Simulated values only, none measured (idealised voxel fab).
Process module under the name voxel trench capacitor
In the cross-section labelled cut, the width is 255 nm and each square cell is 5 nm.
Cross-section spec: square-cell grid; bands listed top down; each band is one or more rows.
Look at the band entry: it leads with the top's height and the bottom's height in nm. Then it lists the materials left to right, with a width in nm for each. The word "all across" on a single material says that material fills the band edge to edge. The word "air" is empty space.
Heights are reckoned from 0. Under this level, the received wafer is all of one material. The bottommost band is open-ended downward, for example "0 and below".
Top row gets the first number, bottom row gets the second, and each row in between changes by the same step: that is how a band width like "30 to 40" works.
Step note "all unchanged" = no cross-section cell changed.
Enclosed voids (no open way to top), threshold 8 cells or more, entry "Enclosed void entries", notation width x height at distance, distance from left edge, nm.
What comes after the settings on a step's line is commentary from the simulator itself on that step.
"overlay nm" denotes, for a step that has a mask, the displacement of the mask to the right of its planned place, with negative values corresponding to the left.

[This section lists the process steps that were planned]
1) RECEIVE [material Si]
2) CONFORMAL_DEP [material SiN] [thk nm 10]
3) PATTERN [tone open] [mask id TRENCH] [material resist] [width nm 25] [pitch nm 50] [thk nm 20] [overlay nm 0]
4) DIRECTIONAL_ETCH [etch materials SiN] [depth nm 10]
5) DIRECTIONAL_ETCH [etch materials Si] [depth nm 30]
6) STRIP [etch materials resist]
7) CONFORMAL_DEP [material Al2O3] [thk nm 5]
8) CONFORMAL_DEP [material TiN] [thk nm 5]
9) FILL_DEP [material W] [thk nm 10]
10) CMP [height nm 10]

[Run as planned: first of two wafers]

[As-received wafer cross-section (after step 1)]
* 0 and below: Si all across
* Enclosed void entries: none

[Cross-section through the wafer, step 2 finished]
* 10 down to 0: SiN all across
* At heights below 0, the structure remains unaltered.

[Cross-section through the wafer, step 3 finished]
* 30 down to 10: 40 nm resist, then 25 nm air, then 25 nm resist, then 25 nm air, then 25 nm resist, then 25 nm air, then 25 nm resist, then 25 nm air, then 40 nm resist
* At heights below 10, the structure remains unaltered.

[Cross-section through the wafer, step 4 finished]
* 30 down to 10: 40 nm resist, then 25 nm air, then 25 nm resist, then 25 nm air, then 25 nm resist, then 25 nm air, then 25 nm resist, then 25 nm air, then 40 nm resist
* 10 down to 0: 40 nm SiN, then 25 nm air, then 25 nm SiN, then 25 nm air, then 25 nm SiN, then 25 nm air, then 25 nm SiN, then 25 nm air, then 40 nm SiN
* At heights below 0, the structure remains unaltered.

[Cross-section through the wafer, step 5 finished]
* 30 down to 10: 40 nm resist, then 25 nm air, then 25 nm resist, then 25 nm air, then 25 nm resist, then 25 nm air, then 25 nm resist, then 25 nm air, then 40 nm resist
* 10 down to 0: 40 nm SiN, then 25 nm air, then 25 nm SiN, then 25 nm air, then 25 nm SiN, then 25 nm air, then 25 nm SiN, then 25 nm air, then 40 nm SiN
* 0 down to -30: 40 nm Si, then 25 nm air, then 25 nm Si, then 25 nm air, then 25 nm Si, then 25 nm air, then 25 nm Si, then 25 nm air, then 40 nm Si
* At heights below -30, the structure remains unaltered.

[Cross-section through the wafer, step 6 finished]
* 10 down to 0: 40 nm SiN, then 25 nm air, then 25 nm SiN, then 25 nm air, then 25 nm SiN, then 25 nm air, then 25 nm SiN, then 25 nm air, then 40 nm SiN
* At heights below 0, the structure remains unaltered.

[Cross-section through the wafer, step 7 finished]
* 15 down to 10: 45 nm Al2O3, then 15 nm air, then 35 nm Al2O3, then 15 nm air, then 35 nm Al2O3, then 15 nm air, then 35 nm Al2O3, then 15 nm air, then 45 nm Al2O3
* 10 down to 0: 40 nm SiN, then 5 nm Al2O3, then 15 nm air, then 5 nm Al2O3, then 25 nm SiN, then 5 nm Al2O3, then 15 nm air, then 5 nm Al2O3, then 25 nm SiN, then 5 nm Al2O3, then 15 nm air, then 5 nm Al2O3, then 25 nm SiN, then 5 nm Al2O3, then 15 nm air, then 5 nm Al2O3, then 40 nm SiN
* 0 down to -25: 40 nm Si, then 5 nm Al2O3, then 15 nm air, then 5 nm Al2O3, then 25 nm Si, then 5 nm Al2O3, then 15 nm air, then 5 nm Al2O3, then 25 nm Si, then 5 nm Al2O3, then 15 nm air, then 5 nm Al2O3, then 25 nm Si, then 5 nm Al2O3, then 15 nm air, then 5 nm Al2O3, then 40 nm Si
* -25 down to -30: 40 nm Si, then 25 nm Al2O3, then 25 nm Si, then 25 nm Al2O3, then 25 nm Si, then 25 nm Al2O3, then 25 nm Si, then 25 nm Al2O3, then 40 nm Si
* At heights below -30, the structure remains unaltered.

[Cross-section through the wafer, step 8 finished]
* 20 down to 15: 50 nm TiN, then 5 nm air, then 45 nm TiN, then 5 nm air, then 45 nm TiN, then 5 nm air, then 45 nm TiN, then 5 nm air, then 50 nm TiN
* 15 down to 10: 45 nm Al2O3, then 5 nm TiN, then 5 nm air, then 5 nm TiN, then 35 nm Al2O3, then 5 nm TiN, then 5 nm air, then 5 nm TiN, then 35 nm Al2O3, then 5 nm TiN, then 5 nm air, then 5 nm TiN, then 35 nm Al2O3, then 5 nm TiN, then 5 nm air, then 5 nm TiN, then 45 nm Al2O3
* 10 down to 0: 40 nm SiN, then 5 nm Al2O3, then 5 nm TiN, then 5 nm air, then 5 nm TiN, then 5 nm Al2O3, then 25 nm SiN, then 5 nm Al2O3, then 5 nm TiN, then 5 nm air, then 5 nm TiN, then 5 nm Al2O3, then 25 nm SiN, then 5 nm Al2O3, then 5 nm TiN, then 5 nm air, then 5 nm TiN, then 5 nm Al2O3, then 25 nm SiN, then 5 nm Al2O3, then 5 nm TiN, then 5 nm air, then 5 nm TiN, then 5 nm Al2O3, then 40 nm SiN
* 0 down to -20: 40 nm Si, then 5 nm Al2O3, then 5 nm TiN, then 5 nm air, then 5 nm TiN, then 5 nm Al2O3, then 25 nm Si, then 5 nm Al2O3, then 5 nm TiN, then 5 nm air, then 5 nm TiN, then 5 nm Al2O3, then 25 nm Si, then 5 nm Al2O3, then 5 nm TiN, then 5 nm air, then 5 nm TiN, then 5 nm Al2O3, then 25 nm Si, then 5 nm Al2O3, then 5 nm TiN, then 5 nm air, then 5 nm TiN, then 5 nm Al2O3, then 40 nm Si
* -20 down to -25: 40 nm Si, then 5 nm Al2O3, then 15 nm TiN, then 5 nm Al2O3, then 25 nm Si, then 5 nm Al2O3, then 15 nm TiN, then 5 nm Al2O3, then 25 nm Si, then 5 nm Al2O3, then 15 nm TiN, then 5 nm Al2O3, then 25 nm Si, then 5 nm Al2O3, then 15 nm TiN, then 5 nm Al2O3, then 40 nm Si
* At heights below -25, the structure remains unaltered.

[Cross-section through the wafer, step 9 finished]
* 30 down to 20: W all across
* 20 down to 15: 50 nm TiN, then 5 nm W, then 45 nm TiN, then 5 nm W, then 45 nm TiN, then 5 nm W, then 45 nm TiN, then 5 nm W, then 50 nm TiN
* 15 down to 10: 45 nm Al2O3, then 5 nm TiN, then 5 nm W, then 5 nm TiN, then 35 nm Al2O3, then 5 nm TiN, then 5 nm W, then 5 nm TiN, then 35 nm Al2O3, then 5 nm TiN, then 5 nm W, then 5 nm TiN, then 35 nm Al2O3, then 5 nm TiN, then 5 nm W, then 5 nm TiN, then 45 nm Al2O3
* 10 down to 0: 40 nm SiN, then 5 nm Al2O3, then 5 nm TiN, then 5 nm W, then 5 nm TiN, then 5 nm Al2O3, then 25 nm SiN, then 5 nm Al2O3, then 5 nm TiN, then 5 nm W, then 5 nm TiN, then 5 nm Al2O3, then 25 nm SiN, then 5 nm Al2O3, then 5 nm TiN, then 5 nm W, then 5 nm TiN, then 5 nm Al2O3, then 25 nm SiN, then 5 nm Al2O3, then 5 nm TiN, then 5 nm W, then 5 nm TiN, then 5 nm Al2O3, then 40 nm SiN
* 0 down to -20: 40 nm Si, then 5 nm Al2O3, then 5 nm TiN, then 5 nm W, then 5 nm TiN, then 5 nm Al2O3, then 25 nm Si, then 5 nm Al2O3, then 5 nm TiN, then 5 nm W, then 5 nm TiN, then 5 nm Al2O3, then 25 nm Si, then 5 nm Al2O3, then 5 nm TiN, then 5 nm W, then 5 nm TiN, then 5 nm Al2O3, then 25 nm Si, then 5 nm Al2O3, then 5 nm TiN, then 5 nm W, then 5 nm TiN, then 5 nm Al2O3, then 40 nm Si
* At heights below -20, the structure remains unaltered.

[Cross-section through the wafer, step 10 finished]
* 10 down to 0: 40 nm SiN, then 5 nm Al2O3, then 5 nm TiN, then 5 nm W, then 5 nm TiN, then 5 nm Al2O3, then 25 nm SiN, then 5 nm Al2O3, then 5 nm TiN, then 5 nm W, then 5 nm TiN, then 5 nm Al2O3, then 25 nm SiN, then 5 nm Al2O3, then 5 nm TiN, then 5 nm W, then 5 nm TiN, then 5 nm Al2O3, then 25 nm SiN, then 5 nm Al2O3, then 5 nm TiN, then 5 nm W, then 5 nm TiN, then 5 nm Al2O3, then 40 nm SiN
* At heights below 0, the structure remains unaltered.

[For the second wafer, take the first wafer's start and plan, then add one mistake made in running it; everything through step 2, that step included, is shared with the first]

[Second wafer at the planned finish of step 3, seen in cross-section]
* 30 down to 10: 40 nm air, then 25 nm resist, then 25 nm air, then 25 nm resist, then 25 nm air, then 25 nm resist, then 25 nm air, then 25 nm resist, then 40 nm air
* At heights below 10, the structure remains unaltered.

[Second wafer at the planned finish of step 4, seen in cross-section]
* 30 down to 10: 40 nm air, then 25 nm resist, then 25 nm air, then 25 nm resist, then 25 nm air, then 25 nm resist, then 25 nm air, then 25 nm resist, then 40 nm air
* 10 down to 0: 40 nm air, then 25 nm SiN, then 25 nm air, then 25 nm SiN, then 25 nm air, then 25 nm SiN, then 25 nm air, then 25 nm SiN, then 40 nm air
* At heights below 0, the structure remains unaltered.

[Second wafer at the planned finish of step 5, seen in cross-section]
* 30 down to 10: 40 nm air, then 25 nm resist, then 25 nm air, then 25 nm resist, then 25 nm air, then 25 nm resist, then 25 nm air, then 25 nm resist, then 40 nm air
* 10 down to 0: 40 nm air, then 25 nm SiN, then 25 nm air, then 25 nm SiN, then 25 nm air, then 25 nm SiN, then 25 nm air, then 25 nm SiN, then 40 nm air
* 0 down to -30: 40 nm air, then 25 nm Si, then 25 nm air, then 25 nm Si, then 25 nm air, then 25 nm Si, then 25 nm air, then 25 nm Si, then 40 nm air
* At heights below -30, the structure remains unaltered.

[Second wafer at the planned finish of step 6, seen in cross-section]
* 10 down to 0: 40 nm air, then 25 nm SiN, then 25 nm air, then 25 nm SiN, then 25 nm air, then 25 nm SiN, then 25 nm air, then 25 nm SiN, then 40 nm air
* At heights below 0, the structure remains unaltered.

[Second wafer at the planned finish of step 7, seen in cross-section]
* 15 down to 10: 35 nm air, then 35 nm Al2O3, then 15 nm air, then 35 nm Al2O3, then 15 nm air, then 35 nm Al2O3, then 15 nm air, then 35 nm Al2O3, then 35 nm air
* 10 down to 0: 35 nm air, then 5 nm Al2O3, then 25 nm SiN, then 5 nm Al2O3, then 15 nm air, then 5 nm Al2O3, then 25 nm SiN, then 5 nm Al2O3, then 15 nm air, then 5 nm Al2O3, then 25 nm SiN, then 5 nm Al2O3, then 15 nm air, then 5 nm Al2O3, then 25 nm SiN, then 5 nm Al2O3, then 35 nm air
* 0 down to -25: 35 nm air, then 5 nm Al2O3, then 25 nm Si, then 5 nm Al2O3, then 15 nm air, then 5 nm Al2O3, then 25 nm Si, then 5 nm Al2O3, then 15 nm air, then 5 nm Al2O3, then 25 nm Si, then 5 nm Al2O3, then 15 nm air, then 5 nm Al2O3, then 25 nm Si, then 5 nm Al2O3, then 35 nm air
* -25 down to -30: 40 nm Al2O3, then 25 nm Si, then 25 nm Al2O3, then 25 nm Si, then 25 nm Al2O3, then 25 nm Si, then 25 nm Al2O3, then 25 nm Si, then 40 nm Al2O3
* At heights below -30, the structure remains unaltered.

[Second wafer at the planned finish of step 8, seen in cross-section]
* 20 down to 15: 30 nm air, then 45 nm TiN, then 5 nm air, then 45 nm TiN, then 5 nm air, then 45 nm TiN, then 5 nm air, then 45 nm TiN, then 30 nm air
* 15 down to 10: 30 nm air, then 5 nm TiN, then 35 nm Al2O3, then 5 nm TiN, then 5 nm air, then 5 nm TiN, then 35 nm Al2O3, then 5 nm TiN, then 5 nm air, then 5 nm TiN, then 35 nm Al2O3, then 5 nm TiN, then 5 nm air, then 5 nm TiN, then 35 nm Al2O3, then 5 nm TiN, then 30 nm air
* 10 down to 0: 30 nm air, then 5 nm TiN, then 5 nm Al2O3, then 25 nm SiN, then 5 nm Al2O3, then 5 nm TiN, then 5 nm air, then 5 nm TiN, then 5 nm Al2O3, then 25 nm SiN, then 5 nm Al2O3, then 5 nm TiN, then 5 nm air, then 5 nm TiN, then 5 nm Al2O3, then 25 nm SiN, then 5 nm Al2O3, then 5 nm TiN, then 5 nm air, then 5 nm TiN, then 5 nm Al2O3, then 25 nm SiN, then 5 nm Al2O3, then 5 nm TiN, then 30 nm air
* 0 down to -20: 30 nm air, then 5 nm TiN, then 5 nm Al2O3, then 25 nm Si, then 5 nm Al2O3, then 5 nm TiN, then 5 nm air, then 5 nm TiN, then 5 nm Al2O3, then 25 nm Si, then 5 nm Al2O3, then 5 nm TiN, then 5 nm air, then 5 nm TiN, then 5 nm Al2O3, then 25 nm Si, then 5 nm Al2O3, then 5 nm TiN, then 5 nm air, then 5 nm TiN, then 5 nm Al2O3, then 25 nm Si, then 5 nm Al2O3, then 5 nm TiN, then 30 nm air
* -20 down to -25: 35 nm TiN, then 5 nm Al2O3, then 25 nm Si, then 5 nm Al2O3, then 15 nm TiN, then 5 nm Al2O3, then 25 nm Si, then 5 nm Al2O3, then 15 nm TiN, then 5 nm Al2O3, then 25 nm Si, then 5 nm Al2O3, then 15 nm TiN, then 5 nm Al2O3, then 25 nm Si, then 5 nm Al2O3, then 35 nm TiN
* At heights below -25, the structure remains unaltered.

[Second wafer at the planned finish of step 9, seen in cross-section]
* 30 down to 20: W all across
* 20 down to 15: 30 nm W, then 45 nm TiN, then 5 nm W, then 45 nm TiN, then 5 nm W, then 45 nm TiN, then 5 nm W, then 45 nm TiN, then 30 nm W
* 15 down to 10: 30 nm W, then 5 nm TiN, then 35 nm Al2O3, then 5 nm TiN, then 5 nm W, then 5 nm TiN, then 35 nm Al2O3, then 5 nm TiN, then 5 nm W, then 5 nm TiN, then 35 nm Al2O3, then 5 nm TiN, then 5 nm W, then 5 nm TiN, then 35 nm Al2O3, then 5 nm TiN, then 30 nm W
* 10 down to 0: 30 nm W, then 5 nm TiN, then 5 nm Al2O3, then 25 nm SiN, then 5 nm Al2O3, then 5 nm TiN, then 5 nm W, then 5 nm TiN, then 5 nm Al2O3, then 25 nm SiN, then 5 nm Al2O3, then 5 nm TiN, then 5 nm W, then 5 nm TiN, then 5 nm Al2O3, then 25 nm SiN, then 5 nm Al2O3, then 5 nm TiN, then 5 nm W, then 5 nm TiN, then 5 nm Al2O3, then 25 nm SiN, then 5 nm Al2O3, then 5 nm TiN, then 30 nm W
* 0 down to -20: 30 nm W, then 5 nm TiN, then 5 nm Al2O3, then 25 nm Si, then 5 nm Al2O3, then 5 nm TiN, then 5 nm W, then 5 nm TiN, then 5 nm Al2O3, then 25 nm Si, then 5 nm Al2O3, then 5 nm TiN, then 5 nm W, then 5 nm TiN, then 5 nm Al2O3, then 25 nm Si, then 5 nm Al2O3, then 5 nm TiN, then 5 nm W, then 5 nm TiN, then 5 nm Al2O3, then 25 nm Si, then 5 nm Al2O3, then 5 nm TiN, then 30 nm W
* At heights below -20, the structure remains unaltered.

[Second wafer at the planned finish of step 10, seen in cross-section]
* 10 down to 0: 30 nm W, then 5 nm TiN, then 5 nm Al2O3, then 25 nm SiN, then 5 nm Al2O3, then 5 nm TiN, then 5 nm W, then 5 nm TiN, then 5 nm Al2O3, then 25 nm SiN, then 5 nm Al2O3, then 5 nm TiN, then 5 nm W, then 5 nm TiN, then 5 nm Al2O3, then 25 nm SiN, then 5 nm Al2O3, then 5 nm TiN, then 5 nm W, then 5 nm TiN, then 5 nm Al2O3, then 25 nm SiN, then 5 nm Al2O3, then 5 nm TiN, then 30 nm W
* At heights below 0, the structure remains unaltered.
What was done differently from what was planned? step 3: run off-plan, actual operation and settings PATTERN [tone cover] [mask id TRENCH] [material resist] [width nm 25] [pitch nm 50] [thk nm 20] [overlay nm 0]
End of process, cell counts, second wafer against first, materials with more or fewer: Al2O3: 11 more; Si: 66 fewer; SiN: 22 fewer; TiN: 11 more; W: 66 more
